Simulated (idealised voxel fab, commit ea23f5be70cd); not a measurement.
process module | voxel tone inversion
cross-section cut | 150 nm wide | cells 5 nm
A cross-section is a grid of square cells, given in bands from the top down. A band is one or more rows of cells.
Each band's line starts with the height of the band's top and of its bottom, in nm. Then come its materials from left to right, each with its width in nm. One material with "throughout" fills the band from edge to edge. "air" is empty space.
Height 0 is the level under which the wafer as received is all one material. The lowest band goes on downwards, as in "0 down".
A width such as "30 to 40" changes by the same amount from each row of cells to the next, from the band's top row to its bottom row.
"no change" after a step means that no cell of the cross-section changed.
closed voids: empty space of 8 cells or more with no open way to the top, each as width x height at its distance from the left edge, in nm
after a step's settings: what the simulator itself notes on the step
overlay nm, on a step with a mask: how far to the right of its planned place the mask lay; to the left if negative
plan
1 op RECEIVE | material Si
2 op CONFORMAL_DEP | material SiCN | thk nm 5
3 op DIRECTIONAL_DEP | material polySi | thk nm 20
4 op PATTERN | tone cover | mask id POSTS | material resist | width nm 15 | pitch nm 30 | thk nm 25 | overlay nm 0
5 op DIRECTIONAL_ETCH | etch materials polySi | depth nm 20
6 op STRIP | etch materials resist
7 op FILL_DEP | material lowk | thk nm 10
8 op CMP | height nm 25
9 op STRIP | etch materials polySi
10 op CONFORMAL_DEP | material TiN | thk nm 5
11 op FILL_DEP | material W | thk nm 5
12 op CMP | height nm 25
13 op CONFORMAL_DEP | material SiCN | thk nm 5
first wafer, as planned
as received, after step 1
  0 down: Si throughout
  closed voids: none
after step 2
  5 to 0: SiCN throughout
  below 0: unchanged
after step 3
  25 to 5: polySi throughout
  below 5: unchanged
after step 4
  50 to 25: air 50 | resist 15 | air 15 | resist 15 | air 55
  below 25: unchanged
after step 5
  50 to 25: air 50 | resist 15 | air 15 | resist 15 | air 55
  25 to 5: air 50 | polySi 15 | air 15 | polySi 15 | air 55
  below 5: unchanged
after step 6
  25 to 5: air 50 | polySi 15 | air 15 | polySi 15 | air 55
  below 5: unchanged
after step 7
  35 to 25: lowk throughout
  25 to 5: lowk 50 | polySi 15 | lowk 15 | polySi 15 | lowk 55
  below 5: unchanged
after step 8
  25 to 5: lowk 50 | polySi 15 | lowk 15 | polySi 15 | lowk 55
  below 5: unchanged
after step 9
  25 to 5: lowk 50 | air 15 | lowk 15 | air 15 | lowk 55
  below 5: unchanged
after step 10
  30 to 25: TiN 55 | air 5 | TiN 25 | air 5 | TiN 60
  25 to 10: lowk 50 | TiN 5 | air 5 | TiN 5 | lowk 15 | TiN 5 | air 5 | TiN 5 | lowk 55
  10 to 5: lowk 50 | TiN 15 | lowk 15 | TiN 15 | lowk 55
  below 5: unchanged
after step 11
  35 to 30: W throughout
  30 to 25: TiN 55 | W 5 | TiN 25 | W 5 | TiN 60
  25 to 10: lowk 50 | TiN 5 | W 5 | TiN 5 | lowk 15 | TiN 5 | W 5 | TiN 5 | lowk 55
  below 10: unchanged
after step 12
  25 to 10: lowk 50 | TiN 5 | W 5 | TiN 5 | lowk 15 | TiN 5 | W 5 | TiN 5 | lowk 55
  below 10: unchanged
after step 13
  30 to 25: SiCN throughout
  below 25: unchanged
second wafer: like start, like plan, one mistake. Through step 3 it matches the first wafer
when step 4 should have ended
  50 to 25: resist 50 | air 15 | resist 15 | air 15 | resist 55
  below 25: unchanged
when step 5 should have ended
  50 to 25: resist 50 | air 15 | resist 15 | air 15 | resist 55
  25 to 5: polySi 50 | air 15 | polySi 15 | air 15 | polySi 55
  below 5: unchanged
when step 6 should have ended
  25 to 5: polySi 50 | air 15 | polySi 15 | air 15 | polySi 55
  below 5: unchanged
when step 7 should have ended
  35 to 25: lowk throughout
  25 to 5: polySi 50 | lowk 15 | polySi 15 | lowk 15 | polySi 55
  below 5: unchanged
when step 8 should have ended
  25 to 5: polySi 50 | lowk 15 | polySi 15 | lowk 15 | polySi 55
  below 5: unchanged
when step 9 should have ended
  25 to 5: air 50 | lowk 15 | air 15 | lowk 15 | air 55
  below 5: unchanged
when step 10 should have ended
  30 to 25: air 45 | TiN 25 | air 5 | TiN 25 | air 50
  25 to 10: air 45 | TiN 5 | lowk 15 | TiN 5 | air 5 | TiN 5 | lowk 15 | TiN 5 | air 50
  10 to 5: TiN 50 | lowk 15 | TiN 15 | lowk 15 | TiN 55
  below 5: unchanged
when step 11 should have ended
  35 to 30: W throughout
  30 to 25: W 45 | TiN 25 | W 5 | TiN 25 | W 50
  25 to 10: W 45 | TiN 5 | lowk 15 | TiN 5 | W 5 | TiN 5 | lowk 15 | TiN 5 | W 50
  below 10: unchanged
when step 12 should have ended
  25 to 10: W 45 | TiN 5 | lowk 15 | TiN 5 | W 5 | TiN 5 | lowk 15 | TiN 5 | W 50
  below 10: unchanged
when step 13 should have ended
  30 to 25: SiCN throughout
  below 25: unchanged
what went wrong: step 4 ran as: op PATTERN | tone open | mask id POSTS | material resist | width nm 15 | pitch nm 30 | thk nm 25 | overlay nm 0
at the end the second wafer has, in cells: 18 more of TiN | 54 more of W | 72 fewer of lowk
